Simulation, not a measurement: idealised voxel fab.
The process module presented herein is designated voxel wiring stack.
Square cells of 5 nm make up the cross-section cut, whose width is 155 nm.
This document writes a cross-section as a grid whose cells are square, and gives it as bands, listed from the top down; one or more rows of cells form a band.
Basically the band line says how high the top is and how high the bottom is, in nm, and then what's in it from left to right, every material with its width in nm. Empty space shows up as "blank", and if a single material carries "all across" it runs the full band edge to edge.
A quick word on heights: they are counted from 0, and under that level the wafer as it came to us is one material throughout. The lowest band is different from the rest in having no bottom; it simply continues downward, written as in "0 and below".
A width such as "30->40" changes by the same amount from each row of cells to the next, from the band's top row to its bottom row.
What does "remained the same" mean for a step? It means no cell of the cross-section changed in that step.
Each empty space that has no open way to the top and spans at least 8 cells appears under "Enclosed internal cavities" as width x height at distance, the distance counted from the left edge, all in nm.
Post-settings text on a step line: simulator's own remark regarding the step.
overlay nm: mask offset rightward from planned place, masked step; negative means leftward offset.

Steps planned for the process:
1,RECEIVE, material Si
2,CONFORMAL_DEP, material SiO2, thk nm 15
3,DIRECTIONAL_DEP, material TiN, thk nm 5
4,DIRECTIONAL_DEP, material Ru, thk nm 20
5,PATTERN, tone cover, mask id METAL_1, material resist, width nm 20, pitch nm 35, thk nm 15, overlay nm 0
6,DIRECTIONAL_ETCH, etch materials Ru, depth nm 20
7,DIRECTIONAL_ETCH, etch materials TiN, depth nm 5
8,STRIP, etch materials resist
9,CONFORMAL_DEP, material SiN, thk nm 5
10,FILL_DEP, material SiO2, thk nm 5
11,CMP, height nm 40
12,CONFORMAL_DEP, material SiCN, thk nm 5
13,DIRECTIONAL_DEP, material SiO2, thk nm 10
14,PATTERN, tone open, mask id PLUG_1, material resist, width nm 15, pitch nm 70, thk nm 15, overlay nm 0
15,DIRECTIONAL_ETCH, etch materials SiO2, depth nm 10
16,DIRECTIONAL_ETCH, etch materials SiCN, depth nm 5
17,STRIP, etch materials resist
18,CONFORMAL_DEP, material TiN, thk nm 5
19,FILL_DEP, material Cu, thk nm 5
20,CMP, height nm 55
21,CONFORMAL_DEP, material SiN, thk nm 5
22,DIRECTIONAL_DEP, material lowk, thk nm 25
23,DIRECTIONAL_DEP, material aC, thk nm 15
24,PATTERN, tone open, mask id METAL_2, material resist, width nm 20, pitch nm 35, thk nm 30, overlay nm 0
25,DIRECTIONAL_ETCH, etch materials aC, depth nm 15
26,STRIP, etch materials resist
27,DIRECTIONAL_ETCH, etch materials lowk, depth nm 25
28,DIRECTIONAL_ETCH, etch materials SiN, depth nm 5
29,STRIP, etch materials aC
30,CONFORMAL_DEP, material TiN, thk nm 5
31,FILL_DEP, material Cu, thk nm 10
32,CMP, height nm 85
33,EPI, material Ru, thk nm 5
34,FILL_DEP, material SiCN, thk nm 5
35,DIRECTIONAL_DEP, material SiO2, thk nm 20
36,PATTERN, tone open, mask id PLUG_2, material resist, width nm 15, pitch nm 35, thk nm 15, overlay nm 0
37,DIRECTIONAL_ETCH, etch materials SiO2, depth nm 20
38,DIRECTIONAL_ETCH, etch materials SiCN, depth nm 5
39,STRIP, etch materials resist
40,EPI, material Ru, thk nm 10
41,EPI, material Ru, thk nm 10
42,EPI, material Ru, thk nm 5
43,CONFORMAL_DEP, material SiN, thk nm 5
44,DIRECTIONAL_DEP, material lowk, thk nm 15
45,MASKED_ETCH, tone open, mask id METAL_3, width nm 20, pitch nm 35, etch materials lowk, depth nm 15, overlay nm 0
46,MASKED_ETCH, tone open, mask id METAL_3, width nm 20, pitch nm 35, etch materials SiN, depth nm 5, overlay nm 0
47,CONFORMAL_DEP, material TiN, thk nm 5
48,FILL_DEP, material Cu, thk nm 5
49,CMP, height nm 135
50,CONFORMAL_DEP, material SiN, thk nm 5

First wafer, two in total, run as planned:

Cross-section of the wafer as it came to us, i.e., already through step 1:
  0 and below | Si all across
  Enclosed internal cavities: none

Cross-section through the wafer, step 2 finished:
  15 down to 0 | SiO2 all across
  Everything under 0 stays put, no change at all.

Cross-section through the wafer, step 3 finished:
  20 down to 15 | TiN all across
  Everything under 15 stays put, no change at all.

Cross-section through the wafer, step 4 finished:
  40 down to 20 | Ru all across
  Everything under 20 stays put, no change at all.

Cross-section through the wafer, step 5 finished:
  55 down to 40 | blank (30); resist (20); blank (15); resist (20); blank (15); resist (20); blank (35)
  Everything under 40 stays put, no change at all.

Cross-section through the wafer, step 6 finished:
  55 down to 40 | blank (30); resist (20); blank (15); resist (20); blank (15); resist (20); blank (35)
  40 down to 20 | blank (30); Ru (20); blank (15); Ru (20); blank (15); Ru (20); blank (35)
  Everything under 20 stays put, no change at all.

Cross-section through the wafer, step 7 finished:
  55 down to 40 | blank (30); resist (20); blank (15); resist (20); blank (15); resist (20); blank (35)
  40 down to 20 | blank (30); Ru (20); blank (15); Ru (20); blank (15); Ru (20); blank (35)
  20 down to 15 | blank (30); TiN (20); blank (15); TiN (20); blank (15); TiN (20); blank (35)
  Everything under 15 stays put, no change at all.

Cross-section through the wafer, step 8 finished:
  40 down to 20 | blank (30); Ru (20); blank (15); Ru (20); blank (15); Ru (20); blank (35)
  Everything under 20 stays put, no change at all.

Cross-section through the wafer, step 9 finished:
  45 down to 40 | blank (25); SiN (30); blank (5); SiN (30); blank (5); SiN (30); blank (30)
  40 down to 20 | blank (25); SiN (5); Ru (20); SiN (5); blank (5); SiN (5); Ru (20); SiN (5); blank (5); SiN (5); Ru (20); SiN (5); blank (30)
  20 down to 15 | SiN (30); TiN (20); SiN (15); TiN (20); SiN (15); TiN (20); SiN (35)
  Everything under 15 stays put, no change at all.

Cross-section through the wafer, step 10 finished:
  50 down to 45 | SiO2 all across
  45 down to 40 | SiO2 (25); SiN (30); SiO2 (5); SiN (30); SiO2 (5); SiN (30); SiO2 (30)
  40 down to 20 | SiO2 (25); SiN (5); Ru (20); SiN (5); SiO2 (5); SiN (5); Ru (20); SiN (5); SiO2 (5); SiN (5); Ru (20); SiN (5); SiO2 (30)
  Everything under 20 stays put, no change at all.

Cross-section through the wafer, step 11 finished:
  40 down to 20 | SiO2 (25); SiN (5); Ru (20); SiN (5); SiO2 (5); SiN (5); Ru (20); SiN (5); SiO2 (5); SiN (5); Ru (20); SiN (5); SiO2 (30)
  Everything under 20 stays put, no change at all.

Cross-section through the wafer, step 12 finished:
  45 down to 40 | SiCN all across
  Everything under 40 stays put, no change at all.

Cross-section through the wafer, step 13 finished:
  55 down to 45 | SiO2 all across
  Everything under 45 stays put, no change at all.

Cross-section through the wafer, step 14 finished:
  70 down to 55 | resist (30); blank (15); resist (55); blank (15); resist (40)
  Everything under 55 stays put, no change at all.

Cross-section through the wafer, step 15 finished:
  70 down to 55 | resist (30); blank (15); resist (55); blank (15); resist (40)
  55 down to 45 | SiO2 (30); blank (15); SiO2 (55); blank (15); SiO2 (40)
  Everything under 45 stays put, no change at all.

Cross-section through the wafer, step 16 finished:
  70 down to 55 | resist (30); blank (15); resist (55); blank (15); resist (40)
  55 down to 45 | SiO2 (30); blank (15); SiO2 (55); blank (15); SiO2 (40)
  45 down to 40 | SiCN (30); blank (15); SiCN (55); blank (15); SiCN (40)
  Everything under 40 stays put, no change at all.

Cross-section through the wafer, step 17 finished:
  55 down to 45 | SiO2 (30); blank (15); SiO2 (55); blank (15); SiO2 (40)
  Everything under 45 stays put, no change at all.

Cross-section through the wafer, step 18 finished:
  60 down to 55 | TiN (35); blank (5); TiN (65); blank (5); TiN (45)
  55 down to 45 | SiO2 (30); TiN (5); blank (5); TiN (5); SiO2 (55); TiN (5); blank (5); TiN (5); SiO2 (40)
  45 down to 40 | SiCN (30); TiN (15); SiCN (55); TiN (15); SiCN (40)
  Everything under 40 stays put, no change at all.

Cross-section through the wafer, step 19 finished:
  65 down to 60 | Cu all across
  60 down to 55 | TiN (35); Cu (5); TiN (65); Cu (5); TiN (45)
  55 down to 45 | SiO2 (30); TiN (5); Cu (5); TiN (5); SiO2 (55); TiN (5); Cu (5); TiN (5); SiO2 (40)
  Everything under 45 stays put, no change at all.

Cross-section through the wafer, step 20 finished:
  55 down to 45 | SiO2 (30); TiN (5); Cu (5); TiN (5); SiO2 (55); TiN (5); Cu (5); TiN (5); SiO2 (40)
  Everything under 45 stays put, no change at all.

Cross-section through the wafer, step 21 finished:
  60 down to 55 | SiN all across
  Everything under 55 stays put, no change at all.

Cross-section through the wafer, step 22 finished:
  85 down to 60 | lowk all across
  Everything under 60 stays put, no change at all.

Cross-section through the wafer, step 23 finished:
  100 down to 85 | aC all across
  Everything under 85 stays put, no change at all.

Cross-section through the wafer, step 24 finished:
  130 down to 100 | resist (30); blank (20); resist (15); blank (20); resist (15); blank (20); resist (35)
  Everything under 100 stays put, no change at all.

Cross-section through the wafer, step 25 finished:
  115 down to 100 | resist (30); blank (20); resist (15); blank (20); resist (15); blank (20); resist (35)
  100 down to 85 | aC (30); blank (20); aC (15); blank (20); aC (15); blank (20); aC (35)
  Everything under 85 stays put, no change at all.

Cross-section through the wafer, step 26 finished:
  100 down to 85 | aC (30); blank (20); aC (15); blank (20); aC (15); blank (20); aC (35)
  Everything under 85 stays put, no change at all.

Cross-section through the wafer, step 27 finished:
  100 down to 85 | aC (30); blank (20); aC (15); blank (20); aC (15); blank (20); aC (35)
  85 down to 60 | lowk (30); blank (20); lowk (15); blank (20); lowk (15); blank (20); lowk (35)
  Everything under 60 stays put, no change at all.

Cross-section through the wafer, step 28 finished:
  100 down to 85 | aC (30); blank (20); aC (15); blank (20); aC (15); blank (20); aC (35)
  85 down to 60 | lowk (30); blank (20); lowk (15); blank (20); lowk (15); blank (20); lowk (35)
  60 down to 55 | SiN (30); blank (20); SiN (15); blank (20); SiN (15); blank (20); SiN (35)
  Everything under 55 stays put, no change at all.

Cross-section through the wafer, step 29 finished:
  85 down to 60 | lowk (30); blank (20); lowk (15); blank (20); lowk (15); blank (20); lowk (35)
  Everything under 60 stays put, no change at all.

Cross-section through the wafer, step 30 finished:
  90 down to 85 | TiN (35); blank (10); TiN (25); blank (10); TiN (25); blank (10); TiN (40)
  85 down to 60 | lowk (30); TiN (5); blank (10); TiN (5); lowk (15); TiN (5); blank (10); TiN (5); lowk (15); TiN (5); blank (10); TiN (5); lowk (35)
  60 down to 55 | SiN (30); TiN (20); SiN (15); TiN (20); SiN (15); TiN (20); SiN (35)
  Everything under 55 stays put, no change at all.

Cross-section through the wafer, step 31 finished:
  100 down to 90 | Cu all across
  90 down to 85 | TiN (35); Cu (10); TiN (25); Cu (10); TiN (25); Cu (10); TiN (40)
  85 down to 60 | lowk (30); TiN (5); Cu (10); TiN (5); lowk (15); TiN (5); Cu (10); TiN (5); lowk (15); TiN (5); Cu (10); TiN (5); lowk (35)
  Everything under 60 stays put, no change at all.

Cross-section through the wafer, step 32 finished:
  85 down to 60 | lowk (30); TiN (5); Cu (10); TiN (5); lowk (15); TiN (5); Cu (10); TiN (5); lowk (15); TiN (5); Cu (10); TiN (5); lowk (35)
  Everything under 60 stays put, no change at all.

Cross-section through the wafer, step 33 finished:
  90 down to 85 | blank (25); Ru (30); blank (5); Ru (30); blank (5); Ru (30); blank (30)
  Everything under 85 stays put, no change at all.

Cross-section through the wafer, step 34 finished:
  95 down to 90 | SiCN all across
  90 down to 85 | SiCN (25); Ru (30); SiCN (5); Ru (30); SiCN (5); Ru (30); SiCN (30)
  Everything under 85 stays put, no change at all.

Cross-section through the wafer, step 35 finished:
  115 down to 95 | SiO2 all across
  Everything under 95 stays put, no change at all.

Cross-section through the wafer, step 36 finished:
  130 down to 115 | resist (30); blank (15); resist (20); blank (15); resist (20); blank (15); resist (40)
  Everything under 115 stays put, no change at all.

Cross-section through the wafer, step 37 finished:
  130 down to 115 | resist (30); blank (15); resist (20); blank (15); resist (20); blank (15); resist (40)
  115 down to 95 | SiO2 (30); blank (15); SiO2 (20); blank (15); SiO2 (20); blank (15); SiO2 (40)
  Everything under 95 stays put, no change at all.

Cross-section through the wafer, step 38 finished:
  130 down to 115 | resist (30); blank (15); resist (20); blank (15); resist (20); blank (15); resist (40)
  115 down to 95 | SiO2 (30); blank (15); SiO2 (20); blank (15); SiO2 (20); blank (15); SiO2 (40)
  95 down to 90 | SiCN (30); blank (15); SiCN (20); blank (15); SiCN (20); blank (15); SiCN (40)
  Everything under 90 stays put, no change at all.

Cross-section through the wafer, step 39 finished:
  115 down to 95 | SiO2 (30); blank (15); SiO2 (20); blank (15); SiO2 (20); blank (15); SiO2 (40)
  Everything under 95 stays put, no change at all.

Cross-section through the wafer, step 40 finished:
  115 down to 100 | SiO2 (30); blank (15); SiO2 (20); blank (15); SiO2 (20); blank (15); SiO2 (40)
  100 down to 95 | SiO2 (30); Ru (15); SiO2 (20); Ru (15); SiO2 (20); Ru (15); SiO2 (40)
  95 down to 85 | SiCN (30->25); Ru (15->30); SiCN (20->5); Ru (15->30); SiCN (20->5); Ru (15->30); SiCN (40->30)
  Everything under 85 stays put, no change at all.

Cross-section through the wafer, step 41 finished:
  115 down to 110 | SiO2 (30); blank (15); SiO2 (20); blank (15); SiO2 (20); blank (15); SiO2 (40)
  110 down to 95 | SiO2 (30); Ru (15); SiO2 (20); Ru (15); SiO2 (20); Ru (15); SiO2 (40)
  Everything under 95 stays put, no change at all.

Cross-section through the wafer, step 42 finished:
  115 down to 95 | SiO2 (30); Ru (15); SiO2 (20); Ru (15); SiO2 (20); Ru (15); SiO2 (40)
  Everything under 95 stays put, no change at all.

Cross-section through the wafer, step 43 finished:
  120 down to 115 | SiN all across
  Everything under 115 stays put, no change at all.

Cross-section through the wafer, step 44 finished:
  135 down to 120 | lowk all across
  Everything under 120 stays put, no change at all.

Cross-section through the wafer, step 45 finished:
  135 down to 120 | lowk (30); blank (20); lowk (15); blank (20); lowk (15); blank (20); lowk (35)
  Everything under 120 stays put, no change at all.

Cross-section through the wafer, step 46 finished:
  135 down to 120 | lowk (30); blank (20); lowk (15); blank (20); lowk (15); blank (20); lowk (35)
  120 down to 115 | SiN (30); blank (20); SiN (15); blank (20); SiN (15); blank (20); SiN (35)
  Everything under 115 stays put, no change at all.

Cross-section through the wafer, step 47 finished:
  140 down to 135 | TiN (35); blank (10); TiN (25); blank (10); TiN (25); blank (10); TiN (40)
  135 down to 120 | lowk (30); TiN (5); blank (10); TiN (5); lowk (15); TiN (5); blank (10); TiN (5); lowk (15); TiN (5); blank (10); TiN (5); lowk (35)
  120 down to 115 | SiN (30); TiN (20); SiN (15); TiN (20); SiN (15); TiN (20); SiN (35)
  Everything under 115 stays put, no change at all.

Cross-section through the wafer, step 48 finished:
  145 down to 140 | Cu all across
  140 down to 135 | TiN (35); Cu (10); TiN (25); Cu (10); TiN (25); Cu (10); TiN (40)
  135 down to 120 | lowk (30); TiN (5); Cu (10); TiN (5); lowk (15); TiN (5); Cu (10); TiN (5); lowk (15); TiN (5); Cu (10); TiN (5); lowk (35)
  Everything under 120 stays put, no change at all.

Cross-section through the wafer, step 49 finished:
  135 down to 120 | lowk (30); TiN (5); Cu (10); TiN (5); lowk (15); TiN (5); Cu (10); TiN (5); lowk (15); TiN (5); Cu (10); TiN (5); lowk (35)
  Everything under 120 stays put, no change at all.

Cross-section through the wafer, step 50 finished:
  140 down to 135 | SiN all across
  Everything under 135 stays put, no change at all.

Wafer two of the pair: same origin, same plan, one error during the run; identical to wafer one up to and including step 10:

X-section, second wafer, when step 11 was due to finish:
  45 down to 40 | SiO2 (25); SiN (30); SiO2 (5); SiN (30); SiO2 (5); SiN (30); SiO2 (30)
  Everything under 40 stays put, no change at all.

X-section, second wafer, when step 12 was due to finish:
  50 down to 45 | SiCN all across
  Everything under 45 stays put, no change at all.

X-section, second wafer, when step 13 was due to finish:
  60 down to 50 | SiO2 all across
  Everything under 50 stays put, no change at all.

X-section, second wafer, when step 14 was due to finish:
  75 down to 60 | resist (30); blank (15); resist (55); blank (15); resist (40)
  Everything under 60 stays put, no change at all.

X-section, second wafer, when step 15 was due to finish:
  75 down to 60 | resist (30); blank (15); resist (55); blank (15); resist (40)
  60 down to 50 | SiO2 (30); blank (15); SiO2 (55); blank (15); SiO2 (40)
  Everything under 50 stays put, no change at all.

X-section, second wafer, when step 16 was due to finish:
  75 down to 60 | resist (30); blank (15); resist (55); blank (15); resist (40)
  60 down to 50 | SiO2 (30); blank (15); SiO2 (55); blank (15); SiO2 (40)
  50 down to 45 | SiCN (30); blank (15); SiCN (55); blank (15); SiCN (40)
  Everything under 45 stays put, no change at all.

X-section, second wafer, when step 17 was due to finish:
  60 down to 50 | SiO2 (30); blank (15); SiO2 (55); blank (15); SiO2 (40)
  Everything under 50 stays put, no change at all.

X-section, second wafer, when step 18 was due to finish:
  65 down to 60 | TiN (35); blank (5); TiN (65); blank (5); TiN (45)
  60 down to 50 | SiO2 (30); TiN (5); blank (5); TiN (5); SiO2 (55); TiN (5); blank (5); TiN (5); SiO2 (40)
  50 down to 45 | SiCN (30); TiN (15); SiCN (55); TiN (15); SiCN (40)
  Everything under 45 stays put, no change at all.

X-section, second wafer, when step 19 was due to finish:
  70 down to 65 | Cu all across
  65 down to 60 | TiN (35); Cu (5); TiN (65); Cu (5); TiN (45)
  60 down to 50 | SiO2 (30); TiN (5); Cu (5); TiN (5); SiO2 (55); TiN (5); Cu (5); TiN (5); SiO2 (40)
  Everything under 50 stays put, no change at all.

X-section, second wafer, when step 20 was due to finish:
  55 down to 50 | SiO2 (30); TiN (5); Cu (5); TiN (5); SiO2 (55); TiN (5); Cu (5); TiN (5); SiO2 (40)
  Everything under 50 stays put, no change at all.

X-section, second wafer, when step 21 was due to finish:
  60 down to 55 | SiN all across
  Everything under 55 stays put, no change at all.

X-section, second wafer, when step 22 was due to finish:
  85 down to 60 | lowk all across
  Everything under 60 stays put, no change at all.

X-section, second wafer, when step 23 was due to finish:
  100 down to 85 | aC all across
  Everything under 85 stays put, no change at all.

X-section, second wafer, when step 24 was due to finish:
  130 down to 100 | resist (30); blank (20); resist (15); blank (20); resist (15); blank (20); resist (35)
  Everything under 100 stays put, no change at all.

X-section, second wafer, when step 25 was due to finish:
  115 down to 100 | resist (30); blank (20); resist (15); blank (20); resist (15); blank (20); resist (35)
  100 down to 85 | aC (30); blank (20); aC (15); blank (20); aC (15); blank (20); aC (35)
  Everything under 85 stays put, no change at all.

X-section, second wafer, when step 26 was due to finish:
  100 down to 85 | aC (30); blank (20); aC (15); blank (20); aC (15); blank (20); aC (35)
  Everything under 85 stays put, no change at all.

X-section, second wafer, when step 27 was due to finish:
  100 down to 85 | aC (30); blank (20); aC (15); blank (20); aC (15); blank (20); aC (35)
  85 down to 60 | lowk (30); blank (20); lowk (15); blank (20); lowk (15); blank (20); lowk (35)
  Everything under 60 stays put, no change at all.

X-section, second wafer, when step 28 was due to finish:
  100 down to 85 | aC (30); blank (20); aC (15); blank (20); aC (15); blank (20); aC (35)
  85 down to 60 | lowk (30); blank (20); lowk (15); blank (20); lowk (15); blank (20); lowk (35)
  60 down to 55 | SiN (30); blank (20); SiN (15); blank (20); SiN (15); blank (20); SiN (35)
  Everything under 55 stays put, no change at all.

X-section, second wafer, when step 29 was due to finish:
  85 down to 60 | lowk (30); blank (20); lowk (15); blank (20); lowk (15); blank (20); lowk (35)
  Everything under 60 stays put, no change at all.

X-section, second wafer, when step 30 was due to finish:
  90 down to 85 | TiN (35); blank (10); TiN (25); blank (10); TiN (25); blank (10); TiN (40)
  85 down to 60 | lowk (30); TiN (5); blank (10); TiN (5); lowk (15); TiN (5); blank (10); TiN (5); lowk (15); TiN (5); blank (10); TiN (5); lowk (35)
  60 down to 55 | SiN (30); TiN (20); SiN (15); TiN (20); SiN (15); TiN (20); SiN (35)
  Everything under 55 stays put, no change at all.

X-section, second wafer, when step 31 was due to finish:
  100 down to 90 | Cu all across
  90 down to 85 | TiN (35); Cu (10); TiN (25); Cu (10); TiN (25); Cu (10); TiN (40)
  85 down to 60 | lowk (30); TiN (5); Cu (10); TiN (5); lowk (15); TiN (5); Cu (10); TiN (5); lowk (15); TiN (5); Cu (10); TiN (5); lowk (35)
  Everything under 60 stays put, no change at all.

X-section, second wafer, when step 32 was due to finish:
  85 down to 60 | lowk (30); TiN (5); Cu (10); TiN (5); lowk (15); TiN (5); Cu (10); TiN (5); lowk (15); TiN (5); Cu (10); TiN (5); lowk (35)
  Everything under 60 stays put, no change at all.

X-section, second wafer, when step 33 was due to finish:
  90 down to 85 | blank (25); Ru (30); blank (5); Ru (30); blank (5); Ru (30); blank (30)
  Everything under 85 stays put, no change at all.

X-section, second wafer, when step 34 was due to finish:
  95 down to 90 | SiCN all across
  90 down to 85 | SiCN (25); Ru (30); SiCN (5); Ru (30); SiCN (5); Ru (30); SiCN (30)
  Everything under 85 stays put, no change at all.

X-section, second wafer, when step 35 was due to finish:
  115 down to 95 | SiO2 all across
  Everything under 95 stays put, no change at all.

X-section, second wafer, when step 36 was due to finish:
  130 down to 115 | resist (30); blank (15); resist (20); blank (15); resist (20); blank (15); resist (40)
  Everything under 115 stays put, no change at all.

X-section, second wafer, when step 37 was due to finish:
  130 down to 115 | resist (30); blank (15); resist (20); blank (15); resist (20); blank (15); resist (40)
  115 down to 95 | SiO2 (30); blank (15); SiO2 (20); blank (15); SiO2 (20); blank (15); SiO2 (40)
  Everything under 95 stays put, no change at all.

X-section, second wafer, when step 38 was due to finish:
  130 down to 115 | resist (30); blank (15); resist (20); blank (15); resist (20); blank (15); resist (40)
  115 down to 95 | SiO2 (30); blank (15); SiO2 (20); blank (15); SiO2 (20); blank (15); SiO2 (40)
  95 down to 90 | SiCN (30); blank (15); SiCN (20); blank (15); SiCN (20); blank (15); SiCN (40)
  Everything under 90 stays put, no change at all.

X-section, second wafer, when step 39 was due to finish:
  115 down to 95 | SiO2 (30); blank (15); SiO2 (20); blank (15); SiO2 (20); blank (15); SiO2 (40)
  Everything under 95 stays put, no change at all.

X-section, second wafer, when step 40 was due to finish:
  115 down to 100 | SiO2 (30); blank (15); SiO2 (20); blank (15); SiO2 (20); blank (15); SiO2 (40)
  100 down to 95 | SiO2 (30); Ru (15); SiO2 (20); Ru (15); SiO2 (20); Ru (15); SiO2 (40)
  95 down to 85 | SiCN (30->25); Ru (15->30); SiCN (20->5); Ru (15->30); SiCN (20->5); Ru (15->30); SiCN (40->30)
  Everything under 85 stays put, no change at all.

X-section, second wafer, when step 41 was due to finish:
  115 down to 110 | SiO2 (30); blank (15); SiO2 (20); blank (15); SiO2 (20); blank (15); SiO2 (40)
  110 down to 95 | SiO2 (30); Ru (15); SiO2 (20); Ru (15); SiO2 (20); Ru (15); SiO2 (40)
  Everything under 95 stays put, no change at all.

X-section, second wafer, when step 42 was due to finish:
  115 down to 95 | SiO2 (30); Ru (15); SiO2 (20); Ru (15); SiO2 (20); Ru (15); SiO2 (40)
  Everything under 95 stays put, no change at all.

X-section, second wafer, when step 43 was due to finish:
  120 down to 115 | SiN all across
  Everything under 115 stays put, no change at all.

X-section, second wafer, when step 44 was due to finish:
  135 down to 120 | lowk all across
  Everything under 120 stays put, no change at all.

X-section, second wafer, when step 45 was due to finish:
  135 down to 120 | lowk (30); blank (20); lowk (15); blank (20); lowk (15); blank (20); lowk (35)
  Everything under 120 stays put, no change at all.

X-section, second wafer, when step 46 was due to finish:
  135 down to 120 | lowk (30); blank (20); lowk (15); blank (20); lowk (15); blank (20); lowk (35)
  120 down to 115 | SiN (30); blank (20); SiN (15); blank (20); SiN (15); blank (20); SiN (35)
  Everything under 115 stays put, no change at all.

X-section, second wafer, when step 47 was due to finish:
  140 down to 135 | TiN (35); blank (10); TiN (25); blank (10); TiN (25); blank (10); TiN (40)
  135 down to 120 | lowk (30); TiN (5); blank (10); TiN (5); lowk (15); TiN (5); blank (10); TiN (5); lowk (15); TiN (5); blank (10); TiN (5); lowk (35)
  120 down to 115 | SiN (30); TiN (20); SiN (15); TiN (20); SiN (15); TiN (20); SiN (35)
  Everything under 115 stays put, no change at all.

X-section, second wafer, when step 48 was due to finish:
  145 down to 140 | Cu all across
  140 down to 135 | TiN (35); Cu (10); TiN (25); Cu (10); TiN (25); Cu (10); TiN (40)
  135 down to 120 | lowk (30); TiN (5); Cu (10); TiN (5); lowk (15); TiN (5); Cu (10); TiN (5); lowk (15); TiN (5); Cu (10); TiN (5); lowk (35)
  Everything under 120 stays put, no change at all.

X-section, second wafer, when step 49 was due to finish:
  135 down to 120 | lowk (30); TiN (5); Cu (10); TiN (5); lowk (15); TiN (5); Cu (10); TiN (5); lowk (15); TiN (5); Cu (10); TiN (5); lowk (35)
  Everything under 120 stays put, no change at all.

X-section, second wafer, when step 50 was due to finish:
  140 down to 135 | SiN all across
  Everything under 135 stays put, no change at all.
Error vs. plan: note that step 11 departed from the planned setting and was carried out as CMP, height nm 45
Heads up, by the end the second wafer has more or fewer cells of some materials compared to the first: Cu: 2 fewer | SiN: 18 more | SiO2: 12 fewer | TiN: 4 fewer
